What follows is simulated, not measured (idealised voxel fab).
process module | voxel wiring stack
cross-section cut | 225 nm wide | cells 5 nm
A cross-section is a grid of square cells, given in bands from the top down. A band is one or more rows of cells.
Each band's line starts with the height of the band's top and of its bottom, in nm. Then come its materials from left to right, each with its width in nm. One material with "throughout" fills the band from edge to edge. "air" is empty space.
Height 0 is the level under which the wafer as received is all one material. The lowest band goes on downwards, as in "0 down".
A width such as "30 to 40" changes by the same amount from each row of cells to the next, from the band's top row to its bottom row.
"no change" after a step means that no cell of the cross-section changed.
closed voids: empty space of 8 cells or more with no open way to the top, each as width x height at its distance from the left edge, in nm
after a step's settings: what the simulator itself notes on the step
overlay nm, on a step with a mask: how far to the right of its planned place the mask lay; to the left if negative
plan
1 op RECEIVE | material Si
2 op CONFORMAL_DEP | material SiO2 | thk nm 15
3 op DIRECTIONAL_DEP | material TiN | thk nm 5
4 op DIRECTIONAL_DEP | material Ru | thk nm 25
5 op PATTERN | tone cover | mask id METAL_1 | material resist | width nm 25 | pitch nm 40 | thk nm 20 | overlay nm 0
6 op DIRECTIONAL_ETCH | etch materials Ru | depth nm 25
7 op DIRECTIONAL_ETCH | etch materials TiN | depth nm 5
8 op STRIP | etch materials resist
9 op FILL_DEP | material SiO2 | thk nm 5
10 op CMP | height nm 45
11 op CONFORMAL_DEP | material SiCN | thk nm 5
12 op DIRECTIONAL_DEP | material SiO2 | thk nm 30
13 op PATTERN | tone open | mask id METAL_2_HOLES | material resist | width nm 15 | pitch nm 40 | thk nm 15 | overlay nm 0
14 op DIRECTIONAL_ETCH | etch materials SiO2 | depth nm 30
15 op STRIP | etch materials resist
16 op DIRECTIONAL_DEP | material aC | thk nm 15
17 op PATTERN | tone open | mask id METAL_2 | material resist | width nm 25 | pitch nm 40 | thk nm 35 | overlay nm 0
18 op DIRECTIONAL_ETCH | etch materials aC | depth nm 15
19 op STRIP | etch materials resist
20 op DIRECTIONAL_ETCH | etch materials SiO2 | depth nm 20
21 op DIRECTIONAL_ETCH | etch materials SiCN | depth nm 5
22 op STRIP | etch materials aC
23 op CONFORMAL_DEP | material TiN | thk nm 5
24 op FILL_DEP | material Ru | thk nm 10
25 op CMP | height nm 80
26 op CONFORMAL_DEP | material SiCN | thk nm 5
27 op DIRECTIONAL_DEP | material SiO2 | thk nm 35
28 op MASKED_ETCH | tone open | mask id METAL_3_HOLES | width nm 15 | etch materials SiO2 | depth nm 35 | overlay nm 0
29 op DIRECTIONAL_DEP | material aC | thk nm 10
30 op PATTERN | tone open | mask id METAL_3 | material resist | width nm 25 | pitch nm 40 | thk nm 25 | overlay nm 0
31 op DIRECTIONAL_ETCH | etch materials aC | depth nm 10
32 op STRIP | etch materials resist
33 op DIRECTIONAL_ETCH | etch materials SiO2 | depth nm 20
34 op DIRECTIONAL_ETCH | etch materials SiCN | depth nm 5
35 op STRIP | etch materials aC
36 op CONFORMAL_DEP | material TiN | thk nm 5
37 op FILL_DEP | material Cu | thk nm 10
38 op CMP | height nm 120
39 op CONFORMAL_DEP | material SiCN | thk nm 5
40 op DIRECTIONAL_DEP | material SiO2 | thk nm 25
41 op PATTERN | tone open | mask id METAL_4_HOLES | material resist | width nm 15 | thk nm 15 | overlay nm 0
42 op DIRECTIONAL_ETCH | etch materials SiO2 | depth nm 25
43 op STRIP | etch materials resist
44 op MASKED_ETCH | tone open | mask id METAL_4 | width nm 25 | pitch nm 40 | etch materials SiO2 | depth nm 15 | overlay nm 0
45 op MASKED_ETCH | tone open | mask id METAL_4 | width nm 25 | pitch nm 40 | etch materials SiCN | depth nm 5 | overlay nm 0
46 op CONFORMAL_DEP | material TiN | thk nm 5
47 op FILL_DEP | material Ru | thk nm 10
48 op CMP | height nm 150
49 op CONFORMAL_DEP | material SiN | thk nm 5
first wafer, as planned
as received, after step 1
  0 down: Si throughout
  closed voids: none
after step 2
  15 to 0: SiO2 throughout
  below 0: unchanged
after step 3
  20 to 15: TiN throughout
  below 15: unchanged
after step 4
  45 to 20: Ru throughout
  below 20: unchanged
after step 5
  65 to 45: air 80 | resist 25 | air 15 | resist 25 | air 80
  below 45: unchanged
after step 6
  65 to 45: air 80 | resist 25 | air 15 | resist 25 | air 80
  45 to 20: air 80 | Ru 25 | air 15 | Ru 25 | air 80
  below 20: unchanged
after step 7
  65 to 45: air 80 | resist 25 | air 15 | resist 25 | air 80
  45 to 20: air 80 | Ru 25 | air 15 | Ru 25 | air 80
  20 to 15: air 80 | TiN 25 | air 15 | TiN 25 | air 80
  below 15: unchanged
after step 8
  45 to 20: air 80 | Ru 25 | air 15 | Ru 25 | air 80
  below 20: unchanged
after step 9
  50 to 45: SiO2 throughout
  45 to 20: SiO2 80 | Ru 25 | SiO2 15 | Ru 25 | SiO2 80
  20 to 15: SiO2 80 | TiN 25 | SiO2 15 | TiN 25 | SiO2 80
  below 15: unchanged
after step 10
  45 to 20: SiO2 80 | Ru 25 | SiO2 15 | Ru 25 | SiO2 80
  below 20: unchanged
after step 11
  50 to 45: SiCN throughout
  below 45: unchanged
after step 12
  80 to 50: SiO2 throughout
  below 50: unchanged
after step 13
  95 to 80: resist 80 | air 15 | resist 25 | air 15 | resist 90
  below 80: unchanged
after step 14
  95 to 80: resist 80 | air 15 | resist 25 | air 15 | resist 90
  80 to 50: SiO2 80 | air 15 | SiO2 25 | air 15 | SiO2 90
  below 50: unchanged
after step 15
  80 to 50: SiO2 80 | air 15 | SiO2 25 | air 15 | SiO2 90
  below 50: unchanged
after step 16
  95 to 80: aC 80 | air 15 | aC 25 | air 15 | aC 90
  80 to 65: SiO2 80 | air 15 | SiO2 25 | air 15 | SiO2 90
  65 to 50: SiO2 80 | aC 15 | SiO2 25 | aC 15 | SiO2 90
  below 50: unchanged
after step 17
  130 to 95: resist 80 | air 25 | resist 15 | air 25 | resist 80
  below 95: unchanged
after step 18
  115 to 95: resist 80 | air 25 | resist 15 | air 25 | resist 80
  95 to 80: aC 80 | air 25 | aC 15 | air 25 | aC 80
  80 to 50: SiO2 80 | air 15 | SiO2 25 | air 15 | SiO2 90
  below 50: unchanged
after step 19
  95 to 80: aC 80 | air 25 | aC 15 | air 25 | aC 80
  below 80: unchanged
after step 20
  95 to 80: aC 80 | air 25 | aC 15 | air 25 | aC 80
  80 to 60: SiO2 80 | air 25 | SiO2 15 | air 25 | SiO2 80
  below 60: unchanged
after step 21
  95 to 80: aC 80 | air 25 | aC 15 | air 25 | aC 80
  80 to 60: SiO2 80 | air 25 | SiO2 15 | air 25 | SiO2 80
  60 to 50: SiO2 80 | air 15 | SiO2 25 | air 15 | SiO2 90
  50 to 45: SiCN 80 | air 15 | SiCN 25 | air 15 | SiCN 90
  below 45: unchanged
after step 22
  80 to 60: SiO2 80 | air 25 | SiO2 15 | air 25 | SiO2 80
  below 60: unchanged
after step 23
  85 to 80: TiN 85 | air 15 | TiN 25 | air 15 | TiN 85
  80 to 65: SiO2 80 | TiN 5 | air 15 | TiN 5 | SiO2 15 | TiN 5 | air 15 | TiN 5 | SiO2 80
  65 to 60: SiO2 80 | TiN 5 | air 5 | TiN 15 | SiO2 15 | TiN 5 | air 5 | TiN 15 | SiO2 80
  60 to 50: SiO2 80 | TiN 5 | air 5 | TiN 5 | SiO2 25 | TiN 5 | air 5 | TiN 5 | SiO2 90
  50 to 45: SiCN 80 | TiN 15 | SiCN 25 | TiN 15 | SiCN 90
  below 45: unchanged
after step 24
  95 to 85: Ru throughout
  85 to 80: TiN 85 | Ru 15 | TiN 25 | Ru 15 | TiN 85
  80 to 65: SiO2 80 | TiN 5 | Ru 15 | TiN 5 | SiO2 15 | TiN 5 | Ru 15 | TiN 5 | SiO2 80
  65 to 60: SiO2 80 | TiN 5 | Ru 5 | TiN 15 | SiO2 15 | TiN 5 | Ru 5 | TiN 15 | SiO2 80
  60 to 50: SiO2 80 | TiN 5 | Ru 5 | TiN 5 | SiO2 25 | TiN 5 | Ru 5 | TiN 5 | SiO2 90
  below 50: unchanged
after step 25
  80 to 65: SiO2 80 | TiN 5 | Ru 15 | TiN 5 | SiO2 15 | TiN 5 | Ru 15 | TiN 5 | SiO2 80
  below 65: unchanged
after step 26
  85 to 80: SiCN throughout
  below 80: unchanged
after step 27
  120 to 85: SiO2 throughout
  below 85: unchanged
after step 28
  120 to 85: SiO2 80 | air 15 | SiO2 130
  below 85: unchanged
after step 29
  130 to 120: aC 80 | air 15 | aC 130
  120 to 95: SiO2 80 | air 15 | SiO2 130
  95 to 85: SiO2 80 | aC 15 | SiO2 130
  below 85: unchanged
after step 30
  155 to 130: resist 80 | air 25 | resist 15 | air 25 | resist 80
  below 130: unchanged
after step 31
  145 to 130: resist 80 | air 25 | resist 15 | air 25 | resist 80
  130 to 120: aC 80 | air 25 | aC 15 | air 25 | aC 80
  120 to 85: SiO2 80 | air 15 | SiO2 130
  below 85: unchanged
after step 32
  130 to 120: aC 80 | air 25 | aC 15 | air 25 | aC 80
  below 120: unchanged
after step 33
  130 to 120: aC 80 | air 25 | aC 15 | air 25 | aC 80
  120 to 100: SiO2 80 | air 25 | SiO2 15 | air 25 | SiO2 80
  below 100: unchanged
after step 34
  130 to 120: aC 80 | air 25 | aC 15 | air 25 | aC 80
  120 to 100: SiO2 80 | air 25 | SiO2 15 | air 25 | SiO2 80
  100 to 85: SiO2 80 | air 15 | SiO2 130
  85 to 80: SiCN 80 | air 15 | SiCN 130
  below 80: unchanged
after step 35
  120 to 100: SiO2 80 | air 25 | SiO2 15 | air 25 | SiO2 80
  below 100: unchanged
after step 36
  125 to 120: TiN 85 | air 15 | TiN 25 | air 15 | TiN 85
  120 to 105: SiO2 80 | TiN 5 | air 15 | TiN 5 | SiO2 15 | TiN 5 | air 15 | TiN 5 | SiO2 80
  105 to 100: SiO2 80 | TiN 5 | air 5 | TiN 15 | SiO2 15 | TiN 25 | SiO2 80
  100 to 85: SiO2 80 | TiN 5 | air 5 | TiN 5 | SiO2 130
  85 to 80: SiCN 80 | TiN 15 | SiCN 130
  below 80: unchanged
after step 37
  135 to 125: Cu throughout
  125 to 120: TiN 85 | Cu 15 | TiN 25 | Cu 15 | TiN 85
  120 to 105: SiO2 80 | TiN 5 | Cu 15 | TiN 5 | SiO2 15 | TiN 5 | Cu 15 | TiN 5 | SiO2 80
  105 to 100: SiO2 80 | TiN 5 | Cu 5 | TiN 15 | SiO2 15 | TiN 25 | SiO2 80
  100 to 85: SiO2 80 | TiN 5 | Cu 5 | TiN 5 | SiO2 130
  below 85: unchanged
after step 38
  120 to 105: SiO2 80 | TiN 5 | Cu 15 | TiN 5 | SiO2 15 | TiN 5 | Cu 15 | TiN 5 | SiO2 80
  below 105: unchanged
after step 39
  125 to 120: SiCN throughout
  below 120: unchanged
after step 40
  150 to 125: SiO2 throughout
  below 125: unchanged
after step 41
  165 to 150: resist 80 | air 15 | resist 130
  below 150: unchanged
after step 42
  165 to 150: resist 80 | air 15 | resist 130
  150 to 125: SiO2 80 | air 15 | SiO2 130
  below 125: unchanged
after step 43
  150 to 125: SiO2 80 | air 15 | SiO2 130
  below 125: unchanged
after step 44
  150 to 135: SiO2 80 | air 25 | SiO2 15 | air 25 | SiO2 80
  below 135: unchanged
after step 45
  150 to 135: SiO2 80 | air 25 | SiO2 15 | air 25 | SiO2 80
  135 to 125: SiO2 80 | air 15 | SiO2 130
  125 to 120: SiCN 80 | air 15 | SiCN 130
  below 120: unchanged
after step 46
  155 to 150: TiN 85 | air 15 | TiN 25 | air 15 | TiN 85
  150 to 140: SiO2 80 | TiN 5 | air 15 | TiN 5 | SiO2 15 | TiN 5 | air 15 | TiN 5 | SiO2 80
  140 to 135: SiO2 80 | TiN 5 | air 5 | TiN 15 | SiO2 15 | TiN 25 | SiO2 80
  135 to 125: SiO2 80 | TiN 5 | air 5 | TiN 5 | SiO2 130
  125 to 120: SiCN 80 | TiN 15 | SiCN 130
  below 120: unchanged
after step 47
  165 to 155: Ru throughout
  155 to 150: TiN 85 | Ru 15 | TiN 25 | Ru 15 | TiN 85
  150 to 140: SiO2 80 | TiN 5 | Ru 15 | TiN 5 | SiO2 15 | TiN 5 | Ru 15 | TiN 5 | SiO2 80
  140 to 135: SiO2 80 | TiN 5 | Ru 5 | TiN 15 | SiO2 15 | TiN 25 | SiO2 80
  135 to 125: SiO2 80 | TiN 5 | Ru 5 | TiN 5 | SiO2 130
  below 125: unchanged
after step 48
  150 to 140: SiO2 80 | TiN 5 | Ru 15 | TiN 5 | SiO2 15 | TiN 5 | Ru 15 | TiN 5 | SiO2 80
  below 140: unchanged
after step 49
  155 to 150: SiN throughout
  below 150: unchanged
second wafer: like start, like plan, one mistake. Through step 47 it matches the first wafer
when step 48 should have ended
  160 to 155: Ru throughout
  below 155: unchanged
when step 49 should have ended
  165 to 160: SiN throughout
  below 160: unchanged
what went wrong: step 48 ran as: op CMP | height nm 160
at the end the second wafer has, in cells: 51 more of Ru | 39 more of TiN
